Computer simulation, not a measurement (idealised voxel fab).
Process module name: voxel wiring stack
Xsec cut, 200 nm wide, square cell size 5 nm.
Cross-section, as written here: a square-cell grid given band by band from the top down, where a band holds one or more rows of cells. This entry defines a band. It first specifies the height of the band's top and the height of its bottom in nm, and then specifies the band's materials from left to right, stating each material with its width in nm. The word "edge to edge" identifies a single material that fills the band from edge to edge, while the word "air" identifies empty space. Height is counted from the level 0, under which the received wafer is composed throughout of one material. The lowest of the bands is not closed at the bottom but continues downward, in the notation "from 0 down". The width entry "30->40" should be interpreted row by row: the top row of cells in the band takes the first number, the bottom row takes the second number, and the change between adjacent rows is uniform throughout. "no alterations made" for a step: no cell of the cross-section changed in that step. "Enclosed void listing" lists enclosed empty spaces (at least 8 cells, no open path upward to the top), each as width x height at distance from the left edge, in nm. Step line, after settings: the simulator's comment on this step. Steps that use a mask can have "overlay nm" on their line. It says how far the mask sat to the right of where it was meant to be. Negative means to the left.

**List of planned process steps**
step 1: RECEIVE with material Si
step 2: CONFORMAL_DEP with material SiO2, thk nm 10
step 3: DIRECTIONAL_DEP with material TiN, thk nm 5
step 4: DIRECTIONAL_DEP with material W, thk nm 25
step 5: DIRECTIONAL_DEP with material aC, thk nm 15
step 6: PATTERN with tone cover, mask id METAL_1, material resist, width nm 20, pitch nm 40, thk nm 35, overlay nm 0
step 7: DIRECTIONAL_ETCH with etch materials aC, depth nm 15
step 8: STRIP with etch materials resist
step 9: DIRECTIONAL_ETCH with etch materials W, depth nm 25
step 10: DIRECTIONAL_ETCH with etch materials TiN, depth nm 5
step 11: STRIP with etch materials aC
step 12: FILL_DEP with material lowk, thk nm 5
step 13: CMP with height nm 40
step 14: CONFORMAL_DEP with material SiCN, thk nm 5
step 15: DIRECTIONAL_DEP with material lowk, thk nm 10
step 16: DIRECTIONAL_DEP with material aC, thk nm 15
step 17: PATTERN with tone open, mask id PLUG_1, material resist, width nm 15, pitch nm 40, thk nm 35, overlay nm 0
step 18: DIRECTIONAL_ETCH with etch materials aC, depth nm 15
step 19: STRIP with etch materials resist
step 20: DIRECTIONAL_ETCH with etch materials lowk, depth nm 10
step 21: DIRECTIONAL_ETCH with etch materials SiCN, depth nm 5
step 22: STRIP with etch materials aC
step 23: EPI with material Ru, thk nm 10
step 24: EPI with material Ru, thk nm 5
step 25: CONFORMAL_DEP with material SiN, thk nm 5
step 26: DIRECTIONAL_DEP with material SiO2, thk nm 15
step 27: MASKED_ETCH with tone open, mask id METAL_2, width nm 20, pitch nm 40, etch materials SiO2, depth nm 15, overlay nm 0
step 28: MASKED_ETCH with tone open, mask id METAL_2, width nm 20, pitch nm 40, etch materials SiN, depth nm 5, overlay nm 0
step 29: CONFORMAL_DEP with material TiN, thk nm 5
step 30: FILL_DEP with material W, thk nm 5
step 31: CMP with height nm 75
step 32: EPI with material Ru, thk nm 5
step 33: FILL_DEP with material SiCN, thk nm 5
step 34: DIRECTIONAL_DEP with material SiO2, thk nm 15
step 35: DIRECTIONAL_DEP with material aC, thk nm 10
step 36: PATTERN with tone open, mask id PLUG_2, material resist, width nm 15, pitch nm 40, thk nm 25, overlay nm 0
step 37: DIRECTIONAL_ETCH with etch materials aC, depth nm 10
step 38: STRIP with etch materials resist
step 39: DIRECTIONAL_ETCH with etch materials SiO2, depth nm 15
step 40: DIRECTIONAL_ETCH with etch materials SiCN, depth nm 5
step 41: STRIP with etch materials aC
step 42: EPI with material Ru, thk nm 10
step 43: EPI with material Ru, thk nm 10
step 44: DIRECTIONAL_DEP with material TiN, thk nm 5
step 45: DIRECTIONAL_DEP with material W, thk nm 15
step 46: MASKED_ETCH with tone cover, mask id METAL_3, width nm 20, pitch nm 40, etch materials W, depth nm 15, overlay nm 0
step 47: MASKED_ETCH with tone cover, mask id METAL_3, width nm 20, pitch nm 40, etch materials TiN, depth nm 5, overlay nm 0
step 48: FILL_DEP with material SiO2, thk nm 10
step 49: CMP with height nm 120
step 50: CONFORMAL_DEP with material SiN, thk nm 5

**Cross-sectional view of the wafer in its as-received condition, corresponding to the state after step 1**
* from 0 down: Si edge to edge
* Enclosed void listing: none

**Module complete, cross-section. Starting point and plan per above. One mistake made in running the module**
* from 125 to 120: SiN edge to edge
* from 120 to 105: SiO2 50; W 20; SiO2 20; W 20; SiO2 20; W 20; SiO2 50
* from 105 to 100: aC edge to edge
* from 100 to 85: SiO2 50; Ru 15; SiO2 25; Ru 15; SiO2 25; Ru 15; SiO2 55
* from 85 to 75: SiCN 50->45; Ru 15->30; SiCN 25->10; Ru 15->30; SiCN 25->10; Ru 15->30; SiCN 55->45
* from 75 to 60: SiO2 50; TiN 5; W 10; TiN 5; SiO2 20; TiN 5; W 10; TiN 5; SiO2 20; TiN 5; W 10; TiN 5; SiO2 50
* from 60 to 55: SiN 50; TiN 20; SiN 20; TiN 20; SiN 20; TiN 20; SiN 50
* from 55 to 45: lowk 50; Ru 15; lowk 25; Ru 15; lowk 25; Ru 15; lowk 55
* from 45 to 40: SiCN 50; Ru 15; SiCN 25; Ru 15; SiCN 25; Ru 15; SiCN 55
* from 40 to 15: lowk 50; W 20; lowk 20; W 20; lowk 20; W 20; lowk 50
* from 15 to 10: lowk 50; TiN 20; lowk 20; TiN 20; lowk 20; TiN 20; lowk 50
* from 10 to 0: SiO2 edge to edge
* from 0 down: Si edge to edge
* Enclosed void listing: none
What went wrong in running the wafer? step 44 changed vs plan, executed as DIRECTIONAL_DEP with material aC, thk nm 5
